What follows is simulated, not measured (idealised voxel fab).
Name of the process module below: voxel transistor to metal
Cross-sectional view cut (width: 145 nm; square cell size: 5 nm).
The cross-sections in this document take the form of a grid made of square cells. They are written out as bands, in order from top to bottom. Each band consists of one or more rows of cells.
For a band, the entry starts with two heights in nm, that of the top and then that of the bottom, and carries on with the band's materials in order from left to right, each alongside its width in nm; the word "all across" beside a single material means it fills the band edge to edge, and "blank" means empty space.
Basically, 0 is our baseline, since under it the wafer straight out of the box is all one material. The bottom band has no lower end and keeps on going down, so it looks like "0 -> down".
When a width is written as two numbers, as in "30 to 40", the first number is the width in the top row of cells of the band and the second is the width in its bottom row, and the width changes by the same amount from each row to the next.
You'll sometimes find "no change" written for a step, and that's the way of saying that nowhere in the cross-section did a cell change during that step.
Enclosed cavity list: empty space of 8 cells or more with no open way to the top, each as width x height at its distance from the left edge, in nm
Whatever follows a step's settings on its line is a remark the simulator itself makes about that step.
overlay nm: for a step with a mask, the amount by which the mask lay right of where it was planned; a negative amount means left of it.
-- The process steps that were planned are listed below
1: RECEIVE [material Si]
2: OXIDIZE [depth nm 5]
3: CONFORMAL_DEP [material SiN] [thk nm 15]
4: DIRECTIONAL_DEP [material aC] [thk nm 10]
5: PATTERN [tone cover] [mask id ACTIVE] [material resist] [width nm 100] [thk nm 30] [overlay nm -5]
6: DIRECTIONAL_ETCH [etch materials aC] [depth nm 10]
7: STRIP [etch materials resist]
8: DIRECTIONAL_ETCH [etch materials SiN] [depth nm 15]
9: DIRECTIONAL_ETCH [etch materials SiO2] [depth nm 5]
10: DIRECTIONAL_ETCH [etch materials Si] [depth nm 25]
11: STRIP [etch materials aC]
12: FILL_DEP [material SiO2] [thk nm 15]
13: CMP [height nm 15]
14: SELECTIVE_ETCH [etch materials SiO2] [depth nm 10]
15: STRIP [etch materials SiN]
16: SELECTIVE_ETCH [etch materials SiO2] [depth nm 5]
17: OXIDIZE [depth nm 5]
18: DIRECTIONAL_DEP [material polySi] [thk nm 20]
19: DIRECTIONAL_DEP [material SiCN] [thk nm 15]
20: PATTERN [tone cover] [mask id GATE] [material resist] [width nm 20] [thk nm 15] [overlay nm 0]
21: DIRECTIONAL_ETCH [etch materials SiCN] [depth nm 25]
22: DIRECTIONAL_ETCH [etch materials polySi] [depth nm 30]
23: STRIP [etch materials resist]
24: CONFORMAL_DEP [material SiO2] [thk nm 5]
25: DIRECTIONAL_ETCH [etch materials SiO2] [depth nm 5]
26: CONFORMAL_DEP [material SiN] [thk nm 5]
27: DIRECTIONAL_ETCH [etch materials SiN] [depth nm 5]
28: DIRECTIONAL_ETCH [etch materials SiO2] [depth nm 5]
29: DIRECTIONAL_ETCH [etch materials Si] [depth nm 10]
30: EPI [material nSi] [thk nm 10]
31: FILL_DEP [material SiO2] [thk nm 5]
32: CMP [height nm 30]
33: DIRECTIONAL_DEP [material SiO2] [thk nm 10]
34: PATTERN [tone open] [mask id CONTACT] [material resist] [width nm 30] [pitch nm 60] [thk nm 20] [overlay nm 0]
35: DIRECTIONAL_ETCH [etch materials SiO2] [depth nm 50]
36: STRIP [etch materials resist]
37: CONFORMAL_DEP [material TiN] [thk nm 5]
38: FILL_DEP [material W] [thk nm 10]
39: CMP [height nm 40]
40: CONFORMAL_DEP [material SiCN] [thk nm 5]
41: DIRECTIONAL_DEP [material lowk] [thk nm 15]
42: PATTERN [tone open] [mask id METAL_1] [material resist] [width nm 20] [pitch nm 70] [thk nm 15] [overlay nm 0]
43: DIRECTIONAL_ETCH [etch materials lowk] [depth nm 15]
44: DIRECTIONAL_ETCH [etch materials SiCN] [depth nm 5]
45: STRIP [etch materials resist]
46: CONFORMAL_DEP [material TiN] [thk nm 5]
47: FILL_DEP [material Cu] [thk nm 10]
48: CMP [height nm 60]
49: CONFORMAL_DEP [material SiCN] [thk nm 5]
50: DIRECTIONAL_DEP [material SiO2] [thk nm 35]
51: DIRECTIONAL_DEP [material aC] [thk nm 10]
52: PATTERN [tone open] [mask id METAL_2_HOLES] [material resist] [width nm 15] [pitch nm 70] [thk nm 25] [overlay nm 0]
53: DIRECTIONAL_ETCH [etch materials aC] [depth nm 10]
54: STRIP [etch materials resist]
55: DIRECTIONAL_ETCH [etch materials SiO2] [depth nm 35]
56: STRIP [etch materials aC]
57: PATTERN [tone open] [mask id METAL_2] [material resist] [width nm 20] [pitch nm 70] [thk nm 15] [overlay nm 0]
58: DIRECTIONAL_ETCH [etch materials SiO2] [depth nm 20]
59: DIRECTIONAL_ETCH [etch materials SiCN] [depth nm 5]
60: STRIP [etch materials resist]
61: CONFORMAL_DEP [material TiN] [thk nm 5]
62: FILL_DEP [material Cu] [thk nm 10]
63: CMP [height nm 100]
64: CONFORMAL_DEP [material SiN] [thk nm 5]
Don't read the plan's overlay nm for step 5 as applying to every wafer: that's the first wafer's value, and the wafers differ in it, though they all start identical.
-- Cross-section of the first of several wafers on receipt, reflecting completion of step 1
    0 -> down  Si all across
    Enclosed cavity list: none
-- Quick key for the table: a row per wafer, taken at the end of the module. For each material it tells you how many cells the wafer gained (+) or lost (-) since it came in, and the closed voids come after
overlay nm -5; +32 Cu; -114 Si; +56 SiCN; +45 SiN; +331 SiO2; +100 TiN; +44 W; +63 lowk; +36 nSi; +16 polySi; Enclosed cavity list: none
overlay nm 0; +32 Cu; -114 Si; +56 SiCN; +45 SiN; +331 SiO2; +100 TiN; +44 W; +63 lowk; +36 nSi; +16 polySi; Enclosed cavity list: none
overlay nm 5; +32 Cu; -114 Si; +56 SiCN; +45 SiN; +331 SiO2; +100 TiN; +44 W; +63 lowk; +36 nSi; +16 polySi; Enclosed cavity list: none
overlay nm 10; +32 Cu; -114 Si; +56 SiCN; +45 SiN; +329 SiO2; +102 TiN; +46 W; +63 lowk; +34 nSi; +16 polySi; Enclosed cavity list: none
